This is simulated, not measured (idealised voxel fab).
The following process module bears the name voxel gate over fins.
Shown is cross-section cut, with a width of 230 nm and square cells of size 5 nm.
Square cells in a grid make up a cross-section in this document, and the grid is given as bands, listed from the top down, each one or more rows of cells. Quick guide to a band line: top height, bottom height (nm) up front; then every material left to right with its width in nm. Only one material and it's marked "edge to edge"? Then it fills the band edge to edge. And "empty" just means empty space. It should be noted that heights are counted from 0, beneath which the wafer as supplied is of one material throughout, and that the lowest band possesses no lower boundary but continues downward, as written in "0 and below". Width spec "30..40" -> top row of cells at first value, bottom row at second value, equal per-row change in between. Step note "all unchanged" = no cross-section cell changed. Voids not open to the top, 8 cells minimum: see "Cavities, sealed". Written width x height at distance; distance is from the left edge; nm. If you see something after the settings on a step's line, that's the simulator's own remark about that step. When a step includes a mask, the "overlay nm" setting on its line states how far to the right of its planned place that mask lay, and negative values state how far to the left. How should the pairs below be read? Each gives the cross-section before one process step and the cross-section after it, the latter drawn only to the lowest band that changed; the step that lies between them, with its settings, appears under the pair. Does a pair pick up where the pair above left off? Only where its entry headed "Prior state" says so, since pairs can come from different runs of this module on the same starting wafer.
[Prior state]
> 0 and below  Si edge to edge
> Cavities, sealed: none
[Section After Processing]
> 5 down to 0  SiN edge to edge
> Everything under 0 stays put, no change at all.
> Cavities, sealed: none
What is the step between the two cross-sections above? CONFORMAL_DEP | material SiN | thk nm 5
Prior state: carried over from the after image of the pair right above.
[Section After Processing]
> 5 down to 0  85 of empty, 15 of SiN, 30 of empty, 15 of SiN, 85 of empty
> Everything under 0 stays put, no change at all.
> Cavities, sealed: none
What is the step between the two cross-sections above? MASKED_ETCH | tone cover | mask id FINS | width nm 15 | pitch nm 45 | etch materials SiN | depth nm 5 | overlay nm 0
Prior state: carried over from the after image of the pair right above.
[Section After Processing]
> 5 down to 0  85 of empty, 15 of SiN, 30 of empty, 15 of SiN, 85 of empty
> 0 down to -40  85 of empty, 15 of Si, 30 of empty, 15 of Si, 85 of empty
> Everything under -40 stays put, no change at all.
> Cavities, sealed: none
What is the step between the two cross-sections above? MASKED_ETCH | tone cover | mask id FINS | width nm 15 | pitch nm 45 | etch materials Si | depth nm 40 | overlay nm 0
Prior state: carried over from the after image of the pair right above.
[Section After Processing]
> 10 down to 5  SiO2 edge to edge
> 5 down to 0  85 of SiO2, 15 of SiN, 30 of SiO2, 15 of SiN, 85 of SiO2
> 0 down to -40  85 of SiO2, 15 of Si, 30 of SiO2, 15 of Si, 85 of SiO2
> Everything under -40 stays put, no change at all.
> Cavities, sealed: none
What is the step between the two cross-sections above? FILL_DEP | material SiO2 | thk nm 5
Prior state: carried over from the after image of the pair right above.
[Section After Processing]
> 5 down to 0  85 of SiO2, 15 of SiN, 30 of SiO2, 15 of SiN, 85 of SiO2
> Everything under 0 stays put, no change at all.
> Cavities, sealed: none
What is the step between the two cross-sections above? CMP | height nm 5
Prior state: carried over from the after image of the pair right above.
[Section After Processing]
> 5 down to 0  85 of empty, 15 of SiN, 30 of empty, 15 of SiN, 85 of empty
> 0 down to -10  85 of empty, 15 of Si, 30 of empty, 15 of Si, 85 of empty
> Everything under -10 stays put, no change at all.
> Cavities, sealed: none
What is the step between the two cross-sections above? SELECTIVE_ETCH | etch materials SiO2 | depth nm 15
Prior state: carried over from the after image of the pair right above.
[Section After Processing]
> 0 down to -10  85 of empty, 15 of Si, 30 of empty, 15 of Si, 85 of empty
> Everything under -10 stays put, no change at all.
> Cavities, sealed: none
What is the step between the two cross-sections above? STRIP | etch materials SiN
Prior state: carried over from the after image of the pair right above.
[Section After Processing]
> 5 down to 0  80 of empty, 25 of HfO2, 20 of empty, 25 of HfO2, 80 of empty
> 0 down to -5  80 of empty, 5 of HfO2, 15 of Si, 5 of HfO2, 20 of empty, 5 of HfO2, 15 of Si, 5 of HfO2, 80 of empty
> -5 down to -10  85 of HfO2, 15 of Si, 30 of HfO2, 15 of Si, 85 of HfO2
> Everything under -10 stays put, no change at all.
> Cavities, sealed: none
What is the step between the two cross-sections above? CONFORMAL_DEP | material HfO2 | thk nm 5
Prior state: carried over from the after image of the pair right above.
[Section After Processing]
> 10 down to 5  75 of empty, 35 of TiN, 10 of empty, 35 of TiN, 75 of empty
> 5 down to 0  75 of empty, 5 of TiN, 25 of HfO2, 5 of TiN, 10 of empty, 5 of TiN, 25 of HfO2, 5 of TiN, 75 of empty
> 0 down to -5  80 of TiN, 5 of HfO2, 15 of Si, 5 of HfO2, 20 of TiN, 5 of HfO2, 15 of Si, 5 of HfO2, 80 of TiN
> Everything under -5 stays put, no change at all.
> Cavities, sealed: none
What is the step between the two cross-sections above? CONFORMAL_DEP | material TiN | thk nm 5
Prior state: carried over from the after image of the pair right above.
[Section After Processing]
> 20 down to 10  W edge to edge
> 10 down to 5  75 of W, 35 of TiN, 10 of W, 35 of TiN, 75 of W
> 5 down to 0  75 of W, 5 of TiN, 25 of HfO2, 5 of TiN, 10 of W, 5 of TiN, 25 of HfO2, 5 of TiN, 75 of W
> Everything under 0 stays put, no change at all.
> Cavities, sealed: none
What is the step between the two cross-sections above? FILL_DEP | material W | thk nm 10
Prior state: carried over from the after image of the pair right above.
[Section After Processing]
> 15 down to 10  W edge to edge
> Everything under 10 stays put, no change at all.
> Cavities, sealed: none
What is the step between the two cross-sections above? CMP | height nm 15
Prior state: carried over from the after image of the pair right above.
[Section After Processing]
> 20 down to 15  SiCN edge to edge
> Everything under 15 stays put, no change at all.
> Cavities, sealed: none
What is the step between the two cross-sections above? CONFORMAL_DEP | material SiCN | thk nm 5
[Prior state]
> 0 down to -10  85 of empty, 15 of Si, 30 of empty, 15 of Si, 85 of empty
> -10 down to -40  85 of SiO2, 15 of Si, 30 of SiO2, 15 of Si, 85 of SiO2
> -40 and below  Si edge to edge
> Cavities, sealed: none
[Section After Processing]
> 5 down to 0  80 of empty, 25 of TiN, 20 of empty, 25 of TiN, 80 of empty
> 0 down to -5  80 of empty, 5 of TiN, 15 of Si, 5 of TiN, 20 of empty, 5 of TiN, 15 of Si, 5 of TiN, 80 of empty
> -5 down to -10  85 of TiN, 15 of Si, 30 of TiN, 15 of Si, 85 of TiN
> Everything under -10 stays put, no change at all.
> Cavities, sealed: none
What is the step between the two cross-sections above? CONFORMAL_DEP | material TiN | thk nm 5
Prior state: carried over from the after image of the pair right above.
[Section After Processing]
> 15 down to 5  W edge to edge
> 5 down to 0  80 of W, 25 of TiN, 20 of W, 25 of TiN, 80 of W
> 0 down to -5  80 of W, 5 of TiN, 15 of Si, 5 of TiN, 20 of W, 5 of TiN, 15 of Si, 5 of TiN, 80 of W
> Everything under -5 stays put, no change at all.
> Cavities, sealed: none
What is the step between the two cross-sections above? FILL_DEP | material W | thk nm 10
Prior state: carried over from the after image of the pair right above.
[Section After Processing]
> 20 down to 15  SiCN edge to edge
> Everything under 15 stays put, no change at all.
> Cavities, sealed: none
What is the step between the two cross-sections above? CONFORMAL_DEP | material SiCN | thk nm 5
[Prior state]
> 5 down to 0  85 of empty, 15 of SiN, 30 of empty, 15 of SiN, 85 of empty
> 0 down to -10  85 of empty, 15 of Si, 30 of empty, 15 of Si, 85 of empty
> -10 down to -40  85 of SiO2, 15 of Si, 30 of SiO2, 15 of Si, 85 of SiO2
> -40 and below  Si edge to edge
> Cavities, sealed: none
[Section After Processing]
> 5 down to 0  85 of empty, 15 of SiN, 30 of empty, 15 of SiN, 85 of empty
> 0 down to -25  85 of empty, 15 of Si, 30 of empty, 15 of Si, 85 of empty
> Everything under -25 stays put, no change at all.
> Cavities, sealed: none
What is the step between the two cross-sections above? SELECTIVE_ETCH | etch materials SiO2 | depth nm 15
Prior state: carried over from the after image of the pair right above.
[Section After Processing]
> 0 down to -25  85 of empty, 15 of Si, 30 of empty, 15 of Si, 85 of empty
> Everything under -25 stays put, no change at all.
> Cavities, sealed: none
What is the step between the two cross-sections above? STRIP | etch materials SiN
Prior state: carried over from the after image of the pair right above.
[Section After Processing]
> 5 down to 0  80 of empty, 25 of HfO2, 20 of empty, 25 of HfO2, 80 of empty
> 0 down to -20  80 of empty, 5 of HfO2, 15 of Si, 5 of HfO2, 20 of empty, 5 of HfO2, 15 of Si, 5 of HfO2, 80 of empty
> -20 down to -25  85 of HfO2, 15 of Si, 30 of HfO2, 15 of Si, 85 of HfO2
> Everything under -25 stays put, no change at all.
> Cavities, sealed: none
What is the step between the two cross-sections above? CONFORMAL_DEP | material HfO2 | thk nm 5
Prior state: carried over from the after image of the pair right above.
[Section After Processing]
> 10 down to 5  75 of empty, 35 of TiN, 10 of empty, 35 of TiN, 75 of empty
> 5 down to 0  75 of empty, 5 of TiN, 25 of HfO2, 5 of TiN, 10 of empty, 5 of TiN, 25 of HfO2, 5 of TiN, 75 of empty
> 0 down to -15  75 of empty, 5 of TiN, 5 of HfO2, 15 of Si, 5 of HfO2, 5 of TiN, 10 of empty, 5 of TiN, 5 of HfO2, 15 of Si, 5 of HfO2, 5 of TiN, 75 of empty
> -15 down to -20  80 of TiN, 5 of HfO2, 15 of Si, 5 of HfO2, 20 of TiN, 5 of HfO2, 15 of Si, 5 of HfO2, 80 of TiN
> Everything under -20 stays put, no change at all.
> Cavities, sealed: none
What is the step between the two cross-sections above? CONFORMAL_DEP | material TiN | thk nm 5
Prior state: carried over from the after image of the pair right above.
[Section After Processing]
> 20 down to 10  W edge to edge
> 10 down to 5  75 of W, 35 of TiN, 10 of W, 35 of TiN, 75 of W
> 5 down to 0  75 of W, 5 of TiN, 25 of HfO2, 5 of TiN, 10 of W, 5 of TiN, 25 of HfO2, 5 of TiN, 75 of W
> 0 down to -15  75 of W, 5 of TiN, 5 of HfO2, 15 of Si, 5 of HfO2, 5 of TiN, 10 of W, 5 of TiN, 5 of HfO2, 15 of Si, 5 of HfO2, 5 of TiN, 75 of W
> Everything under -15 stays put, no change at all.
> Cavities, sealed: none
What is the step between the two cross-sections above? FILL_DEP | material W | thk nm 10
Prior state: carried over from the after image of the pair right above.
[Section After Processing]
> 15 down to 10  W edge to edge
> Everything under 10 stays put, no change at all.
> Cavities, sealed: none
What is the step between the two cross-sections above? CMP | height nm 15
Prior state: carried over from the after image of the pair right above.
[Section After Processing]
> 20 down to 15  SiCN edge to edge
> Everything under 15 stays put, no change at all.
> Cavities, sealed: none
What is the step between the two cross-sections above? CONFORMAL_DEP | material SiCN | thk nm 5
[Prior state]
> 5 down to 0  80 of empty, 25 of TiN, 20 of empty, 25 of TiN, 80 of empty
> 0 down to -5  80 of empty, 5 of TiN, 15 of Si, 5 of TiN, 20 of empty, 5 of TiN, 15 of Si, 5 of TiN, 80 of empty
> -5 down to -10  85 of TiN, 15 of Si, 30 of TiN, 15 of Si, 85 of TiN
> -10 down to -40  85 of SiO2, 15 of Si, 30 of SiO2, 15 of Si, 85 of SiO2
> -40 and below  Si edge to edge
> Cavities, sealed: none
[Section After Processing]
> 10 down to 5  75 of empty, 35 of HfO2, 10 of empty, 35 of HfO2, 75 of empty
> 5 down to 0  75 of empty, 5 of HfO2, 25 of TiN, 5 of HfO2, 10 of empty, 5 of HfO2, 25 of TiN, 5 of HfO2, 75 of empty
> 0 down to -5  80 of HfO2, 5 of TiN, 15 of Si, 5 of TiN, 20 of HfO2, 5 of TiN, 15 of Si, 5 of TiN, 80 of HfO2
> Everything under -5 stays put, no change at all.
> Cavities, sealed: none
What is the step between the two cross-sections above? CONFORMAL_DEP | material HfO2 | thk nm 5
Prior state: carried over from the after image of the pair right above.
[Section After Processing]
> 20 down to 10  W edge to edge
> 10 down to 5  75 of W, 35 of HfO2, 10 of W, 35 of HfO2, 75 of W
> 5 down to 0  75 of W, 5 of HfO2, 25 of TiN, 5 of HfO2, 10 of W, 5 of HfO2, 25 of TiN, 5 of HfO2, 75 of W
> Everything under 0 stays put, no change at all.
> Cavities, sealed: none
What is the step between the two cross-sections above? FILL_DEP | material W | thk nm 10
Prior state: carried over from the after image of the pair right above.
[Section After Processing]
> 15 down to 10  W edge to edge
> Everything under 10 stays put, no change at all.
> Cavities, sealed: none
What is the step between the two cross-sections above? CMP | height nm 15
Prior state: carried over from the after image of the pair right above.
[Section After Processing]
> 20 down to 15  SiCN edge to edge
> Everything under 15 stays put, no change at all.
> Cavities, sealed: none
What is the step between the two cross-sections above? CONFORMAL_DEP | material SiCN | thk nm 5
[Prior state]
> 5 down to 0  85 of empty, 15 of SiN, 30 of empty, 15 of SiN, 85 of empty
> 0 and below  Si edge to edge
> Cavities, sealed: none
[Section After Processing]
> 5 down to 0  85 of empty, 15 of SiN, 30 of empty, 15 of SiN, 85 of empty
> 0 down to -30  85 of empty, 15 of Si, 30 of empty, 15 of Si, 85 of empty
> Everything under -30 stays put, no change at all.
> Cavities, sealed: none
What is the step between the two cross-sections above? MASKED_ETCH | tone cover | mask id FINS | width nm 15 | pitch nm 45 | etch materials Si | depth nm 30 | overlay nm 0
Prior state: carried over from the after image of the pair right above.
[Section After Processing]
> 10 down to 5  SiO2 edge to edge
> 5 down to 0  85 of SiO2, 15 of SiN, 30 of SiO2, 15 of SiN, 85 of SiO2
> 0 down to -30  85 of SiO2, 15 of Si, 30 of SiO2, 15 of Si, 85 of SiO2
> Everything under -30 stays put, no change at all.
> Cavities, sealed: none
What is the step between the two cross-sections above? FILL_DEP | material SiO2 | thk nm 5
Prior state: carried over from the after image of the pair right above.
[Section After Processing]
> 5 down to 0  85 of SiO2, 15 of SiN, 30 of SiO2, 15 of SiN, 85 of SiO2
> Everything under 0 stays put, no change at all.
> Cavities, sealed: none
What is the step between the two cross-sections above? CMP | height nm 5
Prior state: carried over from the after image of the pair right above.
[Section After Processing]
> 5 down to 0  85 of empty, 15 of SiN, 30 of empty, 15 of SiN, 85 of empty
> 0 down to -10  85 of empty, 15 of Si, 30 of empty, 15 of Si, 85 of empty
> Everything under -10 stays put, no change at all.
> Cavities, sealed: none
What is the step between the two cross-sections above? SELECTIVE_ETCH | etch materials SiO2 | depth nm 15
Prior state: carried over from the after image of the pair right above.
[Section After Processing]
> 0 down to -10  85 of empty, 15 of Si, 30 of empty, 15 of Si, 85 of empty
> Everything under -10 stays put, no change at all.
> Cavities, sealed: none
What is the step between the two cross-sections above? STRIP | etch materials SiN
Prior state: carried over from the after image of the pair right above.
[Section After Processing]
> 5 down to 0  80 of empty, 25 of HfO2, 20 of empty, 25 of HfO2, 80 of empty
> 0 down to -5  80 of empty, 5 of HfO2, 15 of Si, 5 of HfO2, 20 of empty, 5 of HfO2, 15 of Si, 5 of HfO2, 80 of empty
> -5 down to -10  85 of HfO2, 15 of Si, 30 of HfO2, 15 of Si, 85 of HfO2
> Everything under -10 stays put, no change at all.
> Cavities, sealed: none
What is the step between the two cross-sections above? CONFORMAL_DEP | material HfO2 | thk nm 5
Prior state: carried over from the after image of the pair right above.
[Section After Processing]
> 10 down to 5  75 of empty, 35 of TiN, 10 of empty, 35 of TiN, 75 of empty
> 5 down to 0  75 of empty, 5 of TiN, 25 of HfO2, 5 of TiN, 10 of empty, 5 of TiN, 25 of HfO2, 5 of TiN, 75 of empty
> 0 down to -5  80 of TiN, 5 of HfO2, 15 of Si, 5 of HfO2, 20 of TiN, 5 of HfO2, 15 of Si, 5 of HfO2, 80 of TiN
> Everything under -5 stays put, no change at all.
> Cavities, sealed: none
What is the step between the two cross-sections above? CONFORMAL_DEP | material TiN | thk nm 5
Prior state: carried over from the after image of the pair right above.
[Section After Processing]
> 20 down to 10  W edge to edge
> 10 down to 5  75 of W, 35 of TiN, 10 of W, 35 of TiN, 75 of W
> 5 down to 0  75 of W, 5 of TiN, 25 of HfO2, 5 of TiN, 10 of W, 5 of TiN, 25 of HfO2, 5 of TiN, 75 of W
> Everything under 0 stays put, no change at all.
> Cavities, sealed: none
What is the step between the two cross-sections above? FILL_DEP | material W | thk nm 10
Prior state: carried over from the after image of the pair right above.
[Section After Processing]
> 15 down to 10  W edge to edge
> Everything under 10 stays put, no change at all.
> Cavities, sealed: none
What is the step between the two cross-sections above? CMP | height nm 15
Prior state: carried over from the after image of the pair right above.
[Section After Processing]
> 20 down to 15  SiCN edge to edge
> Everything under 15 stays put, no change at all.
> Cavities, sealed: none
What is the step between the two cross-sections above? CONFORMAL_DEP | material SiCN | thk nm 5
[Prior state]
> 5 down to 0  80 of empty, 25 of HfO2, 20 of empty, 25 of HfO2, 80 of empty
> 0 down to -5  80 of empty, 5 of HfO2, 15 of Si, 5 of HfO2, 20 of empty, 5 of HfO2, 15 of Si, 5 of HfO2, 80 of empty
> -5 down to -10  85 of HfO2, 15 of Si, 30 of HfO2, 15 of Si, 85 of HfO2
> -10 down to -40  85 of SiO2, 15 of Si, 30 of SiO2, 15 of Si, 85 of SiO2
> -40 and below  Si edge to edge
> Cavities, sealed: none
[Section After Processing]
> 10 down to 0  75 of empty, 35 of HfO2, 10 of empty, 35 of HfO2, 75 of empty
> 0 down to -10  85 of HfO2, 15 of Si, 30 of HfO2, 15 of Si, 85 of HfO2
> Everything under -10 stays put, no change at all.
> Cavities, sealed: none
What is the step between the two cross-sections above? CONFORMAL_DEP | material HfO2 | thk nm 5
Prior state: carried over from the after image of the pair right above.
[Section After Processing]
> 20 down to 10  W edge to edge
> 10 down to 0  75 of W, 35 of HfO2, 10 of W, 35 of HfO2, 75 of W
> Everything under 0 stays put, no change at all.
> Cavities, sealed: none
What is the step between the two cross-sections above? FILL_DEP | material W | thk nm 10
Prior state: carried over from the after image of the pair right above.
[Section After Processing]
> 15 down to 10  W edge to edge
> Everything under 10 stays put, no change at all.
> Cavities, sealed: none
What is the step between the two cross-sections above? CMP | height nm 15
Prior state: carried over from the after image of the pair right above.
[Section After Processing]
> 20 down to 15  SiCN edge to edge
> Everything under 15 stays put, no change at all.
> Cavities, sealed: none
What is the step between the two cross-sections above? CONFORMAL_DEP | material SiCN | thk nm 5
